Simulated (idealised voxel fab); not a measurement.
Name of the process module below: voxel capacitor over wiring
Square cell edge 5 nm, section width 160 nm, ID cut.
A cross-section in this document is a grid of square cells, and it is written down as bands, the top band listed before the ones below it; a band is made up of one or more rows of cells. Band: top height; bottom height; in nm. Then, left to right: material with width in nm, for each material. "all across": a single material spanning edge to edge. "blank": empty space. Height datum 0, below which the as-received substrate wafer is one material. Lowest band open at the bottom, running downward: "from 0 down". A width given as "30..40" starts at the first number in the band's top row and ends at the second number in its bottom row, shifting by an equal amount at every step from row to row. What does "all unchanged" mean for a step? It means no cell of the cross-section changed in that step. "Sealed-off cavities": empty spaces of 8 cells or more with no open way to the top, each given as width x height at distance, distance from the left edge, all in nm. after a step's settings: what the simulator itself notes on the step. overlay nm: step with mask; distance mask lay right of planned place; negative value = left of planned place.
-- Process steps foreseen in the plan
step 1: RECEIVE with material Si
step 2: CONFORMAL_DEP with material SiO2, thk nm 10
step 3: DIRECTIONAL_DEP with material TiN, thk nm 5
step 4: DIRECTIONAL_DEP with material Ru, thk nm 20
step 5: DIRECTIONAL_DEP with material aC, thk nm 15
step 6: PATTERN with tone cover, mask id METAL_1, material resist, width nm 25, pitch nm 75, thk nm 35, overlay nm 0
step 7: DIRECTIONAL_ETCH with etch materials aC, depth nm 15
step 8: STRIP with etch materials resist
step 9: DIRECTIONAL_ETCH with etch materials Ru, depth nm 20
step 10: DIRECTIONAL_ETCH with etch materials TiN, depth nm 5
step 11: STRIP with etch materials aC
step 12: FILL_DEP with material lowk, thk nm 5
step 13: CMP with height nm 35
step 14: CONFORMAL_DEP with material SiCN, thk nm 5
step 15: DIRECTIONAL_DEP with material SiO2, thk nm 10
step 16: DIRECTIONAL_DEP with material aC, thk nm 10
step 17: PATTERN with tone open, mask id PLUG_1, material resist, width nm 15, thk nm 30, overlay nm 0
step 18: DIRECTIONAL_ETCH with etch materials aC, depth nm 10
step 19: STRIP with etch materials resist
step 20: DIRECTIONAL_ETCH with etch materials SiO2, depth nm 10
step 21: DIRECTIONAL_ETCH with etch materials SiCN, depth nm 5
step 22: STRIP with etch materials aC
step 23: CONFORMAL_DEP with material TiN, thk nm 5
step 24: FILL_DEP with material Ru, thk nm 5
step 25: CMP with height nm 50
step 26: DIRECTIONAL_DEP with material TiN, thk nm 10
step 27: DIRECTIONAL_DEP with material HfO2, thk nm 5
step 28: DIRECTIONAL_DEP with material TiN, thk nm 10
step 29: MASKED_ETCH with tone cover, mask id UPPER_PLATE, width nm 55, etch materials TiN, depth nm 10, overlay nm 0
step 30: MASKED_ETCH with tone cover, mask id UPPER_PLATE, width nm 55, etch materials HfO2, depth nm 5, overlay nm 0
step 31: PATTERN with tone cover, mask id LOWER_PLATE, material resist, width nm 65, thk nm 20, overlay nm 0
step 32: DIRECTIONAL_ETCH with etch materials TiN, depth nm 10
step 33: STRIP with etch materials resist
step 34: FILL_DEP with material SiO2, thk nm 20
step 35: CMP with height nm 90
step 36: PATTERN with tone open, mask id PLUG_2, material resist, width nm 15, thk nm 20, overlay nm 0
step 37: DIRECTIONAL_ETCH with etch materials SiO2, depth nm 15
step 38: STRIP with etch materials resist
step 39: CONFORMAL_DEP with material TiN, thk nm 5
step 40: FILL_DEP with material W, thk nm 5
step 41: CMP with height nm 90
step 42: CONFORMAL_DEP with material SiN, thk nm 5
-- As-received state of the wafer in cross-section, equivalent to post-step 1
> from 0 down: Si all across
> Sealed-off cavities: none
-- The first of the two wafers as seen in cross-section once the module was finished; processing followed the plan
> from 95 to 90: SiN all across
> from 90 to 80: SiO2 50, TiN 5, W 5, TiN 5, SiO2 95
> from 80 to 75: SiO2 50, TiN 15, SiO2 95
> from 75 to 65: SiO2 40, TiN 55, SiO2 65
> from 65 to 60: SiO2 40, HfO2 55, SiO2 65
> from 60 to 50: SiO2 35, TiN 65, SiO2 60
> from 50 to 40: SiO2 40, TiN 5, Ru 5, TiN 5, SiO2 105
> from 40 to 35: SiCN 40, TiN 15, SiCN 105
> from 35 to 15: lowk 30, Ru 25, lowk 50, Ru 25, lowk 30
> from 15 to 10: lowk 30, TiN 25, lowk 50, TiN 25, lowk 30
> from 10 to 0: SiO2 all across
> from 0 down: Si all across
> Sealed-off cavities: none
-- This cross-section belongs to the second wafer of two at the end of the module; the start and the plan were shared with the first, and the run included one mistake
> from 95 to 90: SiN all across
> from 90 to 80: W 45, TiN 5, SiO2 15, TiN 5, W 90
> from 80 to 75: TiN 50, SiO2 15, TiN 95
> from 75 to 65: SiO2 40, TiN 55, SiO2 65
> from 65 to 60: SiO2 40, HfO2 55, SiO2 65
> from 60 to 50: SiO2 35, TiN 65, SiO2 60
> from 50 to 40: SiO2 40, TiN 5, Ru 5, TiN 5, SiO2 105
> from 40 to 35: SiCN 40, TiN 15, SiCN 105
> from 35 to 15: lowk 30, Ru 25, lowk 50, Ru 25, lowk 30
> from 15 to 10: lowk 30, TiN 25, lowk 50, TiN 25, lowk 30
> from 10 to 0: SiO2 all across
> from 0 down: Si all across
> Sealed-off cavities: none
What was done differently from what was planned? step 36 ran with different settings than intended, the actual operation and settings being PATTERN with tone cover, mask id PLUG_2, material resist, width nm 15, thk nm 20, overlay nm 0
Per the end-of-run cell counts, the second wafer holds more or fewer of some materials than the first: -78 SiO2 | +26 TiN | +52 W
